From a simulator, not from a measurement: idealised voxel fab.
The name of this process module is voxel ribs on slabs.
Cross-section cut spans 140 nm and uses square cells 5 nm in size.
Cross-section = grid of square cells, listed top down in bands; band = one or more rows.
First you get the band's top height and its bottom height, in nm, and then the materials it's made of, left to right, with each width in nm. If you see a single material with "all across", that one covers the band edge to edge. "empty" is empty space.
Heights are reckoned from 0. Under this level, the received wafer is all of one material. The bottommost band is open-ended downward, for example "from 0 down".
You'd read "30 to 40" like this: the band's top row of cells is as wide as the first number, its bottom row is as wide as the second, and going down, every row changes width by the same amount as the row before did.
When a step is marked "no change", none of the cells in the cross-section changed during that step.
The list in "Internal closed voids" covers empty spaces of 8 cells or more that cannot reach the top through any open way, and it gives each as width x height at distance; the distance is from the left edge, and width, height and distance are in nm.
If you see something after the settings on a step's line, that's the simulator's own remark about that step.
If you see "overlay nm" on a step's line and that step has a mask, it's telling you how far right of where it was planned the mask ended up; a negative number means it went left instead.

**Listed below are the process steps as planned**
1: RECEIVE [material Si]
2: DIRECTIONAL_DEP [material SiO2] [thk nm 30]
3: DIRECTIONAL_DEP [material SiN] [thk nm 20]
4: DIRECTIONAL_DEP [material aC] [thk nm 15]
5: PATTERN [tone cover] [mask id RIB] [material resist] [width nm 20] [thk nm 35] [overlay nm 0]
6: DIRECTIONAL_ETCH [etch materials aC] [depth nm 15]
7: STRIP [etch materials resist]
8: DIRECTIONAL_ETCH [etch materials SiN] [depth nm 10]
9: STRIP [etch materials aC]
10: DIRECTIONAL_DEP [material aC] [thk nm 15]
11: PATTERN [tone cover] [mask id SLAB] [material resist] [width nm 50] [thk nm 35] [overlay nm 0]
12: DIRECTIONAL_ETCH [etch materials aC] [depth nm 15]
13: STRIP [etch materials resist]
14: DIRECTIONAL_ETCH [etch materials SiN] [depth nm 10]
15: STRIP [etch materials aC]
16: FILL_DEP [material SiO2] [thk nm 25]
17: CMP [height nm 65]
18: DIRECTIONAL_DEP [material TiN] [thk nm 5]
19: DIRECTIONAL_DEP [material aC] [thk nm 10]
20: PATTERN [tone cover] [mask id HEATER] [material resist] [width nm 30] [thk nm 25] [overlay nm 0]
21: DIRECTIONAL_ETCH [etch materials aC] [depth nm 10]
22: STRIP [etch materials resist]
23: DIRECTIONAL_ETCH [etch materials TiN] [depth nm 5]
24: STRIP [etch materials aC]
25: CONFORMAL_DEP [material SiN] [thk nm 10]

**as received, after step 1**
  from 0 down: Si all across
  Internal closed voids: none

**Run as planned - first of the two wafers cross-sectioned at the end of the module**
  from 80 to 75: empty 45 nm, then SiN 50 nm, then empty 45 nm
  from 75 to 70: SiN all across
  from 70 to 65: SiN 55 nm, then TiN 30 nm, then SiN 55 nm
  from 65 to 50: SiO2 all across
  from 50 to 40: SiO2 60 nm, then SiN 20 nm, then SiO2 60 nm
  from 40 to 30: SiO2 45 nm, then SiN 50 nm, then SiO2 45 nm
  from 30 to 0: SiO2 all across
  from 0 down: Si all across
  Internal closed voids: none

**This is the second of the two wafers, cross-sectioned at the end of the module; it started exactly like the first and was given the same plan, but it was run with one mistake**
  from 80 to 75: empty 45 nm, then SiN 50 nm, then empty 45 nm
  from 75 to 70: SiN all across
  from 70 to 65: SiN 55 nm, then TiN 30 nm, then SiN 55 nm
  from 65 to 50: TiN all across
  from 50 to 30: SiN all across
  from 30 to 0: SiO2 all across
  from 0 down: Si all across
  Internal closed voids: none
Which mistake was made when the wafer was run? it should be noted that step 4 was executed with settings other than those planned, the operation and settings actually applied being DIRECTIONAL_DEP [material TiN] [thk nm 15]
Wrapping up, a cell-based count of both wafers puts the second over or under the first for these materials: +84 SiN | -168 SiO2 | +84 TiN
